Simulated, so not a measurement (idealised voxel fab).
You're looking at the process module voxel released beams.
Square cells of 5 nm make up the cross-section cut, whose width is 275 nm.
How to read a cross-section here: the picture is a grid of square cells, written as bands going from the top down, and any band can span one or more rows of cells. Band entry format. Leading values: height of top, height of bottom, nm. Remainder: materials in left-to-right order, each with its width in nm. Special words: "all across" on a single material, which then fills the band edge to edge; "blank", empty space. Below 0: as-received wafer, all one material; heights counted from there. Lowest band: no bottom, goes on down, written "0 down". The notation "30->40" denotes a width that varies across the rows of cells in the band, beginning at the first number in the top row, finishing at the second number in the bottom row, and changing by an identical amount from each row to the next. It should be understood that the words "stayed the same", when stated for a given step, signify that the cross-section underwent no change in any of its cells during that step. "Sealed-off cavities" lists enclosed empty spaces (at least 8 cells, no open path upward to the top), each as width x height at distance from the left edge, in nm. Anything after a step's settings on that line? It's the simulator's own note about the step. The setting "overlay nm" may be written on the line of a step. When the step uses a mask, the value reports how far to the right of the planned place the mask lay, and a negative value reports that it lay to the left.
### So here's the lineup of process steps we planned
| 1 | RECEIVE: material Si |
| 2 | CONFORMAL_DEP: material Al2O3, thk nm 10 |
| 3 | DIRECTIONAL_DEP: material SiO2, thk nm 15 |
| 4 | MASKED_ETCH: tone open, mask id ANCHOR, width nm 25, etch materials SiO2, depth nm 15, overlay nm 0 |
| 5 | CONFORMAL_DEP: material SiN, thk nm 10 |
| 6 | MASKED_ETCH: tone cover, mask id BEAM, width nm 105, etch materials SiN, depth nm 10, overlay nm 0 |
| 7 | STRIP: etch materials SiO2 |
### On the first of the two wafers: run conducted according to plan
### So this is the incoming wafer in cross-section - it's already been through step 1
* 0 down  Si all across
* Sealed-off cavities: none
### Upon completion of step 2, the wafer appears in cross-section as shown
* 10 to 0  Al2O3 all across
* Under 0: no change, same as before.
### Upon completion of step 3, the wafer appears in cross-section as shown
* 25 to 10  SiO2 all across
* Under 10: no change, same as before.
### Upon completion of step 4, the wafer appears in cross-section as shown
* 25 to 10  SiO2=85, then blank=25, then SiO2=165
* Under 10: no change, same as before.
### Upon completion of step 5, the wafer appears in cross-section as shown
* 35 to 25  SiN=95, then blank=5, then SiN=175
* 25 to 20  SiO2=85, then SiN=10, then blank=5, then SiN=10, then SiO2=165
* 20 to 10  SiO2=85, then SiN=25, then SiO2=165
* Under 10: no change, same as before.
### Upon completion of step 6, the wafer appears in cross-section as shown
* 35 to 25  blank=80, then SiN=15, then blank=5, then SiN=85, then blank=90
* Under 25: no change, same as before.
### Upon completion of step 7, the wafer appears in cross-section as shown
* 35 to 25  blank=80, then SiN=15, then blank=5, then SiN=85, then blank=90
* 25 to 20  blank=85, then SiN=10, then blank=5, then SiN=10, then blank=165
* 20 to 10  blank=85, then SiN=25, then blank=165
* Under 10: no change, same as before.
### Second wafer: same start and same plan as the first, one execution error; identical to the first through step 2
Cross-sectional representation of the second wafer at the time designated in the plan for the completion of step 3: stayed the same
Cross-sectional representation of the second wafer at the time designated in the plan for the completion of step 4: stayed the same
### Cross-sectional representation of the second wafer at the time designated in the plan for the completion of step 5
* 20 to 10  SiN all across
* Under 10: no change, same as before.
### Cross-sectional representation of the second wafer at the time designated in the plan for the completion of step 6
* 20 to 10  blank=80, then SiN=105, then blank=90
* Under 10: no change, same as before.
Cross-sectional representation of the second wafer at the time designated in the plan for the completion of step 7: stayed the same
What broke from the plan during processing? plan step 3 skipped
End of process, cell counts, second wafer against first, materials with more or fewer: 12 fewer of SiN
